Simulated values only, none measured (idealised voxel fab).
process module | voxel transistor to metal
cross-section cut | 185 nm wide | cells 5 nm
A cross-section is a grid of square cells, given in bands from the top down. A band is one or more rows of cells.
Each band's line starts with the height of the band's top and of its bottom, in nm. Then come its materials from left to right, each with its width in nm. One material with "throughout" fills the band from edge to edge. "air" is empty space.
Height 0 is the level under which the wafer as received is all one material. The lowest band goes on downwards, as in "0 down".
A width such as "30 to 40" changes by the same amount from each row of cells to the next, from the band's top row to its bottom row.
"no change" after a step means that no cell of the cross-section changed.
closed voids: empty space of 8 cells or more with no open way to the top, each as width x height at its distance from the left edge, in nm
after a step's settings: what the simulator itself notes on the step
overlay nm, on a step with a mask: how far to the right of its planned place the mask lay; to the left if negative
plan
1 op RECEIVE | material Si
2 op CONFORMAL_DEP | material SiO2 | thk nm 5
3 op CONFORMAL_DEP | material SiN | thk nm 10
4 op DIRECTIONAL_DEP | material aC | thk nm 10
5 op PATTERN | tone cover | mask id ACTIVE | material resist | width nm 125 | thk nm 30 | overlay nm 0
6 op DIRECTIONAL_ETCH | etch materials aC | depth nm 10
7 op STRIP | etch materials resist
8 op DIRECTIONAL_ETCH | etch materials SiN | depth nm 10
9 op DIRECTIONAL_ETCH | etch materials SiO2 | depth nm 5
10 op DIRECTIONAL_ETCH | etch materials Si | depth nm 20
11 op STRIP | etch materials aC
12 op FILL_DEP | material SiO2 | thk nm 10
13 op CMP | height nm 15
14 op SELECTIVE_ETCH | etch materials SiO2 | depth nm 5
15 op STRIP | etch materials SiN
16 op SELECTIVE_ETCH | etch materials SiO2 | depth nm 5
17 op OXIDIZE | depth nm 5
18 op DIRECTIONAL_DEP | material polySi | thk nm 30
19 op DIRECTIONAL_DEP | material SiCN | thk nm 10
20 op MASKED_ETCH | tone cover | mask id GATE | width nm 35 | etch materials SiCN | depth nm 20 | overlay nm 0
21 op MASKED_ETCH | tone cover | mask id GATE | width nm 35 | etch materials polySi | depth nm 40 | overlay nm 0
22 op CONFORMAL_DEP | material SiN | thk nm 10
23 op DIRECTIONAL_ETCH | etch materials SiN | depth nm 10
24 op DIRECTIONAL_ETCH | etch materials SiO2 | depth nm 5
25 op DIRECTIONAL_ETCH | etch materials Si | depth nm 5
26 op EPI | material SiGe | thk nm 5
27 op FILL_DEP | material SiO2 | thk nm 5
28 op CMP | height nm 30
29 op STRIP | etch materials polySi
30 op SELECTIVE_ETCH | etch materials SiO2 | depth nm 5
31 op CONFORMAL_DEP | material HfO2 | thk nm 5
32 op CONFORMAL_DEP | material TiN | thk nm 5
33 op FILL_DEP | material W | thk nm 5
34 op CMP | height nm 25
35 op DIRECTIONAL_DEP | material SiO2 | thk nm 15
36 op MASKED_ETCH | tone open | mask id CONTACT | width nm 20 | pitch nm 95 | etch materials SiO2 | depth nm 45 | overlay nm 0
37 op CONFORMAL_DEP | material TiN | thk nm 5
38 op FILL_DEP | material Ru | thk nm 5
39 op CMP | height nm 40
40 op CONFORMAL_DEP | material SiN | thk nm 5
41 op DIRECTIONAL_DEP | material SiO2 | thk nm 15
42 op PATTERN | tone open | mask id METAL_1 | material resist | width nm 20 | pitch nm 95 | thk nm 15 | overlay nm 0
43 op DIRECTIONAL_ETCH | etch materials SiO2 | depth nm 15
44 op DIRECTIONAL_ETCH | etch materials SiN | depth nm 5
45 op STRIP | etch materials resist
46 op CONFORMAL_DEP | material TiN | thk nm 5
47 op FILL_DEP | material Cu | thk nm 10
48 op CMP | height nm 60
49 op CONFORMAL_DEP | material SiN | thk nm 5
as received, after step 1
  0 down: Si throughout
  closed voids: none
a wafer at the end: this start, this plan, one mistake
  65 to 60: SiN throughout
  60 to 45: SiO2 35 | TiN 5 | Cu 10 | TiN 5 | SiO2 75 | TiN 5 | Cu 10 | TiN 5 | SiO2 35
  45 to 40: SiN 35 | TiN 20 | SiN 75 | TiN 20 | SiN 35
  40 to 30: Ru 30 | TiN 5 | SiO2 20 | TiN 5 | Ru 65 | TiN 5 | SiO2 20 | TiN 5 | Ru 30
  30 to 25: Ru 30 | TiN 5 | SiO2 20 | TiN 75 | SiO2 20 | TiN 5 | Ru 30
  25 to 10: Ru 30 | TiN 5 | SiO2 20 | TiN 10 | SiN 10 | HfO2 5 | TiN 5 | W 15 | TiN 5 | HfO2 5 | SiN 10 | TiN 10 | SiO2 20 | TiN 5 | Ru 30
  10 to 5: Ru 20 | TiN 15 | SiO2 20 | TiN 10 | SiN 10 | HfO2 5 | TiN 5 | W 15 | TiN 5 | HfO2 5 | SiN 10 | TiN 10 | SiO2 20 | TiN 15 | Ru 20
  5 to 0: Ru 20 | TiN 5 | SiN 10 | SiO2 20 | TiN 10 | SiN 10 | HfO2 5 | TiN 25 | HfO2 5 | SiN 10 | TiN 10 | SiO2 20 | SiN 10 | TiN 5 | Ru 20
  0 to -5: TiN 25 | SiO2 10 | SiGe 5 | SiO2 15 | TiN 5 | SiGe 5 | SiO2 5 | HfO2 45 | SiO2 5 | SiGe 5 | TiN 5 | SiO2 15 | SiGe 5 | SiO2 10 | TiN 25
  -5 to -10: SiO2 30 | Si 5 | SiGe 30 | Si 55 | SiGe 30 | Si 5 | SiO2 30
  -10 to -20: SiO2 30 | Si 125 | SiO2 30
  -20 down: Si throughout
  closed voids: none
what went wrong: step 36 ran as: op MASKED_ETCH | tone cover | mask id CONTACT | width nm 20 | pitch nm 95 | etch materials SiO2 | depth nm 45 | overlay nm 0
